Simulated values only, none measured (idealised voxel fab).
process module | voxel self aligned vias
cross-section cut | 220 nm wide | cells 5 nm
A cross-section is a grid of square cells, given in bands from the top down. A band is one or more rows of cells.
Each band's line starts with the height of the band's top and of its bottom, in nm. Then come its materials from left to right, each with its width in nm. One material with "throughout" fills the band from edge to edge. "air" is empty space.
Height 0 is the level under which the wafer as received is all one material. The lowest band goes on downwards, as in "0 down".
A width such as "30 to 40" changes by the same amount from each row of cells to the next, from the band's top row to its bottom row.
"no change" after a step means that no cell of the cross-section changed.
closed voids: empty space of 8 cells or more with no open way to the top, each as width x height at its distance from the left edge, in nm
after a step's settings: what the simulator itself notes on the step
overlay nm, on a step with a mask: how far to the right of its planned place the mask lay; to the left if negative
plan
1 op RECEIVE | material Si
2 op CONFORMAL_DEP | material SiO2 | thk nm 10
3 op CONFORMAL_DEP | material SiCN | thk nm 5
4 op DIRECTIONAL_DEP | material SiO2 | thk nm 25
5 op MASKED_ETCH | tone open | mask id LINES | width nm 30 | pitch nm 60 | etch materials SiO2 | depth nm 25 | overlay nm 0
6 op CONFORMAL_DEP | material TiN | thk nm 5
7 op FILL_DEP | material W | thk nm 10
8 op CMP | height nm 40
9 op SELECTIVE_ETCH | etch materials W Ru TiN | depth nm 10
10 op FILL_DEP | material SiN | thk nm 5
11 op CMP | height nm 40
12 op DIRECTIONAL_DEP | material SiO2 | thk nm 20
13 op DIRECTIONAL_DEP | material aC | thk nm 15
14 op PATTERN | tone open | mask id VIAS | material resist | width nm 40 | pitch nm 120 | thk nm 30 | overlay nm 0
15 op DIRECTIONAL_ETCH | etch materials aC | depth nm 15
16 op STRIP | etch materials resist
17 op DIRECTIONAL_ETCH | etch materials SiO2 | depth nm 20
18 op DIRECTIONAL_ETCH | etch materials SiN | depth nm 10
19 op STRIP | etch materials aC
20 op CONFORMAL_DEP | material TiN | thk nm 5
21 op FILL_DEP | material Cu | thk nm 5
22 op CMP | height nm 60
23 op CONFORMAL_DEP | material SiN | thk nm 5
as received, after step 1
  0 down: Si throughout
  closed voids: none
first wafer at the end, as planned
  65 to 60: SiN throughout
  60 to 45: SiO2 30 | TiN 5 | Cu 30 | TiN 5 | SiO2 80 | TiN 5 | Cu 30 | TiN 5 | SiO2 30
  45 to 40: SiO2 30 | TiN 10 | Cu 20 | TiN 10 | SiO2 80 | TiN 10 | Cu 20 | TiN 10 | SiO2 30
  40 to 35: SiO2 35 | TiN 5 | Cu 20 | TiN 5 | SiO2 30 | SiN 30 | SiO2 30 | TiN 5 | Cu 20 | TiN 5 | SiO2 35
  35 to 30: SiO2 35 | TiN 30 | SiO2 30 | SiN 30 | SiO2 30 | TiN 30 | SiO2 35
  30 to 20: SiO2 35 | TiN 5 | W 20 | TiN 5 | SiO2 30 | TiN 5 | W 20 | TiN 5 | SiO2 30 | TiN 5 | W 20 | TiN 5 | SiO2 35
  20 to 15: SiO2 35 | TiN 30 | SiO2 30 | TiN 30 | SiO2 30 | TiN 30 | SiO2 35
  15 to 10: SiCN throughout
  10 to 0: SiO2 throughout
  0 down: Si throughout
  closed voids: none
second wafer at the end: like start, like plan, one mistake
  65 to 60: SiN throughout
  60 to 45: SiO2 20 | TiN 5 | Cu 30 | TiN 5 | SiO2 80 | TiN 5 | Cu 30 | TiN 5 | SiO2 40
  45 to 40: SiO2 20 | TiN 20 | Cu 15 | TiN 5 | SiO2 80 | TiN 20 | Cu 15 | TiN 5 | SiO2 40
  40 to 35: SiO2 35 | TiN 5 | Cu 15 | TiN 5 | SiN 5 | SiO2 30 | SiN 30 | SiO2 30 | TiN 5 | Cu 15 | TiN 5 | SiN 5 | SiO2 35
  35 to 30: SiO2 35 | TiN 25 | SiN 5 | SiO2 30 | SiN 30 | SiO2 30 | TiN 25 | SiN 5 | SiO2 35
  30 to 20: SiO2 35 | TiN 5 | W 20 | TiN 5 | SiO2 30 | TiN 5 | W 20 | TiN 5 | SiO2 30 | TiN 5 | W 20 | TiN 5 | SiO2 35
  20 to 15: SiO2 35 | TiN 30 | SiO2 30 | TiN 30 | SiO2 30 | TiN 30 | SiO2 35
  15 to 10: SiCN throughout
  10 to 0: SiO2 throughout
  0 down: Si throughout
  closed voids: none
what went wrong: step 14 ran as: op PATTERN | tone open | mask id VIAS | material resist | width nm 40 | pitch nm 120 | thk nm 30 | overlay nm -10
at the end the second wafer has, in cells: 4 fewer of Cu | 4 more of SiN
